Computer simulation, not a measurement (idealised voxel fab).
Presented below is a process module, voxel double patterning.
It is cross-section cut that appears here, measuring 265 nm in width, its square cells being 5 nm in size.
In this document a cross-section is written as a grid of square cells. It is given as a series of bands, listed from the top down, and a band is one or more rows of cells.
First you get the band's top height and its bottom height, in nm, and then the materials it's made of, left to right, with each width in nm. If you see a single material with "edge to edge", that one covers the band edge to edge. "blank" is empty space.
A quick word on heights: they are counted from 0, and under that level the wafer as it came to us is one material throughout. The lowest band is different from the rest in having no bottom; it simply continues downward, written as in "0..down".
So if you see something like "30..40" for the width, read it as the top row of the band sitting at the first number and the bottom row at the second, with every row in between moving by the same amount as the last.
Take "no change occurred" at face value: in the step it is given for, the cross-section changed in none of its cells.
For the entry "Entrapped voids", the listed items are empty spaces with no open way to the top whose size is 8 cells or more; each item follows the pattern width x height at distance, where distance is from the left edge and all three are in nm.
Past the settings on a step's line: simulator remark, on that step.
overlay nm: mask offset rightward from planned place, masked step; negative means leftward offset.

**Here's what the planned process steps look like**
1 RECEIVE, material Si
2 CONFORMAL_DEP, material SiO2, thk nm 5
3 DIRECTIONAL_DEP, material TiN, thk nm 15
4 DIRECTIONAL_DEP, material SiN, thk nm 5
5 MASKED_ETCH, tone open, mask id FIRST, width nm 15, pitch nm 50, etch materials SiN, depth nm 5, overlay nm 0
6 PATTERN, tone open, mask id SECOND, material resist, width nm 15, pitch nm 50, thk nm 15, overlay nm 0
7 DIRECTIONAL_ETCH, etch materials SiN, depth nm 5
8 STRIP, etch materials resist
9 DIRECTIONAL_ETCH, etch materials TiN, depth nm 15
10 STRIP, etch materials SiN

**What follows covers the first of two wafers; it ran as planned**

**As-received state of the wafer in cross-section, equivalent to post-step 1**
	0..down | Si edge to edge
	Entrapped voids: none

**Take a look at the wafer's cross-section after step 2**
	5..0 | SiO2 edge to edge
	Nothing below the height 0 has changed.

**Take a look at the wafer's cross-section after step 3**
	20..5 | TiN edge to edge
	Nothing below the height 5 has changed.

**Take a look at the wafer's cross-section after step 4**
	25..20 | SiN edge to edge
	Nothing below the height 20 has changed.

**Take a look at the wafer's cross-section after step 5**
	25..20 | SiN 75 nm / blank 15 nm / SiN 35 nm / blank 15 nm / SiN 35 nm / blank 15 nm / SiN 75 nm
	Nothing below the height 20 has changed.

**Take a look at the wafer's cross-section after step 6**
	40..25 | resist 100 nm / blank 15 nm / resist 35 nm / blank 15 nm / resist 100 nm
	25..20 | SiN 75 nm / resist 15 nm / SiN 35 nm / resist 15 nm / SiN 35 nm / resist 15 nm / SiN 75 nm
	Nothing below the height 20 has changed.

**Take a look at the wafer's cross-section after step 7**
	40..25 | resist 100 nm / blank 15 nm / resist 35 nm / blank 15 nm / resist 100 nm
	25..20 | SiN 75 nm / resist 15 nm / SiN 10 nm / blank 15 nm / SiN 10 nm / resist 15 nm / SiN 10 nm / blank 15 nm / SiN 10 nm / resist 15 nm / SiN 75 nm
	Nothing below the height 20 has changed.

**Take a look at the wafer's cross-section after step 8**
	25..20 | SiN 75 nm / blank 15 nm / SiN 10 nm / blank 15 nm / SiN 10 nm / blank 15 nm / SiN 10 nm / blank 15 nm / SiN 10 nm / blank 15 nm / SiN 75 nm
	Nothing below the height 20 has changed.

**Take a look at the wafer's cross-section after step 9**
	25..20 | SiN 75 nm / blank 15 nm / SiN 10 nm / blank 15 nm / SiN 10 nm / blank 15 nm / SiN 10 nm / blank 15 nm / SiN 10 nm / blank 15 nm / SiN 75 nm
	20..5 | TiN 75 nm / blank 15 nm / TiN 10 nm / blank 15 nm / TiN 10 nm / blank 15 nm / TiN 10 nm / blank 15 nm / TiN 10 nm / blank 15 nm / TiN 75 nm
	Nothing below the height 5 has changed.

**Take a look at the wafer's cross-section after step 10**
	20..5 | TiN 75 nm / blank 15 nm / TiN 10 nm / blank 15 nm / TiN 10 nm / blank 15 nm / TiN 10 nm / blank 15 nm / TiN 10 nm / blank 15 nm / TiN 75 nm
	Nothing below the height 5 has changed.

**The Second Wafer: Common Origin and Plan, One Mistake in Execution, Identical to the First Through Step 4**

**The second wafer in cross-section, at the planned close of step 5**
	25..20 | SiN 70 nm / blank 25 nm / SiN 25 nm / blank 25 nm / SiN 25 nm / blank 25 nm / SiN 70 nm
	Nothing below the height 20 has changed.

**The second wafer in cross-section, at the planned close of step 6**
	40..25 | resist 100 nm / blank 15 nm / resist 35 nm / blank 15 nm / resist 100 nm
	25..20 | SiN 70 nm / resist 25 nm / SiN 25 nm / resist 25 nm / SiN 25 nm / resist 25 nm / SiN 70 nm
	Nothing below the height 20 has changed.

**The second wafer in cross-section, at the planned close of step 7**
	40..25 | resist 100 nm / blank 15 nm / resist 35 nm / blank 15 nm / resist 100 nm
	25..20 | SiN 70 nm / resist 25 nm / SiN 5 nm / blank 15 nm / SiN 5 nm / resist 25 nm / SiN 5 nm / blank 15 nm / SiN 5 nm / resist 25 nm / SiN 70 nm
	Nothing below the height 20 has changed.

**The second wafer in cross-section, at the planned close of step 8**
	25..20 | SiN 70 nm / blank 25 nm / SiN 5 nm / blank 15 nm / SiN 5 nm / blank 25 nm / SiN 5 nm / blank 15 nm / SiN 5 nm / blank 25 nm / SiN 70 nm
	Nothing below the height 20 has changed.

**The second wafer in cross-section, at the planned close of step 9**
	25..20 | SiN 70 nm / blank 25 nm / SiN 5 nm / blank 15 nm / SiN 5 nm / blank 25 nm / SiN 5 nm / blank 15 nm / SiN 5 nm / blank 25 nm / SiN 70 nm
	20..5 | TiN 70 nm / blank 25 nm / TiN 5 nm / blank 15 nm / TiN 5 nm / blank 25 nm / TiN 5 nm / blank 15 nm / TiN 5 nm / blank 25 nm / TiN 70 nm
	Nothing below the height 5 has changed.

**The second wafer in cross-section, at the planned close of step 10**
	20..5 | TiN 70 nm / blank 25 nm / TiN 5 nm / blank 15 nm / TiN 5 nm / blank 25 nm / TiN 5 nm / blank 15 nm / TiN 5 nm / blank 25 nm / TiN 70 nm
	Nothing below the height 5 has changed.
In executing the process, a mistake was made relative to the plan: step 5 off recipe, ran as MASKED_ETCH, tone open, mask id FIRST, width nm 25, pitch nm 50, etch materials SiN, depth nm 5, overlay nm 0
Once processing is complete, comparing cell counts shows that the second wafer has more or fewer of certain materials than the first: 18 fewer of TiN
